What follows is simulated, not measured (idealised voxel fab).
Module name: voxel released beams (process module)
The width of the displayed cross-section, cut, is 270 nm; its cells are square, with a size of 5 nm.
Think of the cross-section as a grid of square cells. We describe it in bands, top to bottom, and each band covers one or more rows of those cells.
Heads up on the band format: heights come first, top then bottom, in nm. After that it's the materials left to right, each with its width in nm. A single material flagged "edge to edge" fills the whole band edge to edge, and "empty" means there's empty space there.
Convention: height 0 is the level below which the wafer, as received, is all one material. The lowest band does not terminate at the bottom but continues downward, represented as "from 0 down".
Graded width ("30 to 40"): value in top row of band = first number; value in bottom row = second number; row-to-row change constant.
"remained unchanged", as given for a step, is the statement that not any cell of the cross-section underwent a change during that step.
Under "Enclosed void list" you'll find the enclosed gaps, the ones with no way out to the top, that are 8 cells or bigger; each reads width x height at distance, with distance counted from the left edge, everything in nm.
Text after the settings on a step's line: the simulator's own remark on that step.
What "overlay nm" on a step's line means: if the step has a mask, that mask lay this far to the right of its planned place, or, when the value is negative, to the left.

### The following list gives the planned process steps
1: op RECEIVE | material Si
2: op CONFORMAL_DEP | material SiN | thk nm 5
3: op DIRECTIONAL_DEP | material SiO2 | thk nm 10
4: op MASKED_ETCH | tone open | mask id ANCHOR | width nm 35 | etch materials SiO2 | depth nm 10 | overlay nm 0
5: op CONFORMAL_DEP | material polySi | thk nm 10
6: op DIRECTIONAL_DEP | material aC | thk nm 15
7: op PATTERN | tone cover | mask id BEAM | material resist | width nm 100 | thk nm 30 | overlay nm 0
8: op DIRECTIONAL_ETCH | etch materials aC | depth nm 15
9: op STRIP | etch materials resist
10: op DIRECTIONAL_ETCH | etch materials polySi | depth nm 10
11: op STRIP | etch materials aC
12: op STRIP | etch materials SiO2

### Below: the first of two wafers, run as planned

### As-received state of the wafer in cross-section, equivalent to post-step 1
* from 0 down | Si edge to edge
* Enclosed void list: none

### Step 2 complete: cross-section through the wafer
* from 5 to 0 | SiN edge to edge
* All layers under 0 are left as they were.

### Step 3 complete: cross-section through the wafer
* from 15 to 5 | SiO2 edge to edge
* All layers under 5 are left as they were.

### Step 4 complete: cross-section through the wafer
* from 15 to 5 | SiO2=85; empty=35; SiO2=150
* All layers under 5 are left as they were.

### Step 5 complete: cross-section through the wafer
* from 25 to 15 | polySi=95; empty=15; polySi=160
* from 15 to 5 | SiO2=85; polySi=35; SiO2=150
* All layers under 5 are left as they were.

### Step 6 complete: cross-section through the wafer
* from 40 to 30 | aC=95; empty=15; aC=160
* from 30 to 25 | aC edge to edge
* from 25 to 15 | polySi=95; aC=15; polySi=160
* All layers under 15 are left as they were.

### Step 7 complete: cross-section through the wafer
* from 70 to 40 | empty=80; resist=100; empty=90
* from 40 to 30 | aC=95; resist=15; aC=160
* All layers under 30 are left as they were.

### Step 8 complete: cross-section through the wafer
* from 55 to 40 | empty=80; resist=100; empty=90
* from 40 to 30 | empty=80; aC=15; resist=15; aC=70; empty=90
* from 30 to 25 | empty=80; aC=100; empty=90
* All layers under 25 are left as they were.

### Step 9 complete: cross-section through the wafer
* from 40 to 30 | empty=80; aC=15; empty=15; aC=70; empty=90
* All layers under 30 are left as they were.

### Step 10 complete: cross-section through the wafer
* from 40 to 30 | empty=80; aC=15; empty=15; aC=70; empty=90
* from 30 to 25 | empty=80; aC=100; empty=90
* from 25 to 15 | empty=80; polySi=15; aC=15; polySi=70; empty=90
* All layers under 15 are left as they were.

### Step 11 complete: cross-section through the wafer
* from 25 to 15 | empty=80; polySi=15; empty=15; polySi=70; empty=90
* All layers under 15 are left as they were.

### Step 12 complete: cross-section through the wafer
* from 25 to 15 | empty=80; polySi=15; empty=15; polySi=70; empty=90
* from 15 to 5 | empty=85; polySi=35; empty=150
* All layers under 5 are left as they were.

### Wafer two. Same start, same plan, one slip in execution. Same as wafer one through step 2, inclusive

Second wafer, cut view, end of step 3 per plan: remained unchanged

Second wafer, cut view, end of step 4 per plan: remained unchanged

### Second wafer, cut view, end of step 5 per plan
* from 15 to 5 | polySi edge to edge
* All layers under 5 are left as they were.

### Second wafer, cut view, end of step 6 per plan
* from 30 to 15 | aC edge to edge
* All layers under 15 are left as they were.

### Second wafer, cut view, end of step 7 per plan
* from 60 to 30 | empty=80; resist=100; empty=90
* All layers under 30 are left as they were.

### Second wafer, cut view, end of step 8 per plan
* from 45 to 30 | empty=80; resist=100; empty=90
* from 30 to 15 | empty=80; aC=100; empty=90
* All layers under 15 are left as they were.

### Second wafer, cut view, end of step 9 per plan
* from 30 to 15 | empty=80; aC=100; empty=90
* All layers under 15 are left as they were.

### Second wafer, cut view, end of step 10 per plan
* from 30 to 15 | empty=80; aC=100; empty=90
* from 15 to 5 | empty=80; polySi=100; empty=90
* All layers under 5 are left as they were.

### Second wafer, cut view, end of step 11 per plan
* from 15 to 5 | empty=80; polySi=100; empty=90
* All layers under 5 are left as they were.

Second wafer, cut view, end of step 12 per plan: remained unchanged
Here's what went sideways: step 3 of the plan got skipped, so it never ran
End check, counted in cells, second wafer has more or fewer of these materials than the first: polySi: 8 fewer
